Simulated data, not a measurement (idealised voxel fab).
Process module, titled voxel ribs on slabs
This is section cut - it's 235 nm across, gridded in 5 nm square cells.
We lay out every cross-section as a grid of square cells and spell it out in bands from the top down, where one band means one or more rows of cells. For a band, the entry starts with two heights in nm, that of the top and then that of the bottom, and carries on with the band's materials in order from left to right, each alongside its width in nm; the word "all across" beside a single material means it fills the band edge to edge, and "empty" means empty space. Heads up on the height convention: 0 is the point under which the incoming wafer is all one material, and the lowest band has no bottom, it just keeps going down, like "top 0, no bottom". The width entry "30..40" should be interpreted row by row: the top row of cells in the band takes the first number, the bottom row takes the second number, and the change between adjacent rows is uniform throughout. The cross-section has no changed cell in any step marked "nothing got changed". Enclosed voids (no open way to top), threshold 8 cells or more, entry "Fully enclosed voids", notation width x height at distance, distance from left edge, nm. Whatever follows a step's settings on its line is a remark the simulator itself makes about that step. What "overlay nm" on a step's line means: if the step has a mask, that mask lay this far to the right of its planned place, or, when the value is negative, to the left.

STEPS IN THE PROCESS PLAN
- 1: op RECEIVE | material Si
- 2: op DIRECTIONAL_DEP | material SiO2 | thk nm 25
- 3: op DIRECTIONAL_DEP | material polySi | thk nm 20
- 4: op MASKED_ETCH | tone cover | mask id RIB | width nm 15 | etch materials polySi | depth nm 5 | overlay nm 0
- 5: op MASKED_ETCH | tone cover | mask id SLAB | width nm 70 | etch materials polySi | depth nm 15 | overlay nm 0
- 6: op FILL_DEP | material SiO2 | thk nm 25
- 7: op CMP | height nm 65
- 8: op DIRECTIONAL_DEP | material TiN | thk nm 5
- 9: op PATTERN | tone cover | mask id HEATER | material resist | width nm 30 | thk nm 20 | overlay nm 0
- 10: op DIRECTIONAL_ETCH | etch materials TiN | depth nm 5
- 11: op STRIP | etch materials resist
- 12: op CONFORMAL_DEP | material SiO2 | thk nm 5
Quick note for whoever runs this: the wafers start identical, but the width nm at step 4 isn't the same across them. The plan just shows what the first wafer had.

INCOMING STATE OF THE FIRST OF SEVERAL WAFERS IN CROSS-SECTION: AFTER STEP 1
	top 0, no bottom = Si all across
	Fully enclosed voids: none

LAST STEP OF THE MODULE IS STEP 12; AFTER IT, THE FIRST OF SEVERAL WAFERS IN CROSS-SECTION
	top 75, bottom 70 = 95 empty / 40 SiO2 / 100 empty
	top 70, bottom 65 = 100 SiO2 / 30 TiN / 105 SiO2
	top 65, bottom 45 = SiO2 all across
	top 45, bottom 40 = 110 SiO2 / 15 polySi / 110 SiO2
	top 40, bottom 25 = 80 SiO2 / 70 polySi / 85 SiO2
	top 25, bottom 0 = SiO2 all across
	top 0, no bottom = Si all across
	Fully enclosed voids: none

HERE'S THE LAST WAFER CROSS-SECTIONED AT THE END OF THE MODULE
	top 75, bottom 70 = 95 empty / 40 SiO2 / 100 empty
	top 70, bottom 65 = 100 SiO2 / 30 TiN / 105 SiO2
	top 65, bottom 45 = SiO2 all across
	top 45, bottom 40 = 100 SiO2 / 35 polySi / 100 SiO2
	top 40, bottom 25 = 80 SiO2 / 70 polySi / 85 SiO2
	top 25, bottom 0 = SiO2 all across
	top 0, no bottom = Si all across
	Fully enclosed voids: none

HEADS UP, THIS TABLE GOES WAFER BY WAFER. A ROW TELLS YOU, AT THE END OF THE MODULE, HOW MANY CELLS OF EACH MATERIAL THAT WAFER HAS PUT ON (+) OR DROPPED (-) SINCE IT WAS RECEIVED, AND THEN ITS CLOSED VOIDS
width nm 15 | +615 SiO2 | +6 TiN | +45 polySi | Fully enclosed voids: none
width nm 20 | +614 SiO2 | +6 TiN | +46 polySi | Fully enclosed voids: none
width nm 25 | +613 SiO2 | +6 TiN | +47 polySi | Fully enclosed voids: none
width nm 30 | +612 SiO2 | +6 TiN | +48 polySi | Fully enclosed voids: none
width nm 35 | +611 SiO2 | +6 TiN | +49 polySi | Fully enclosed voids: none
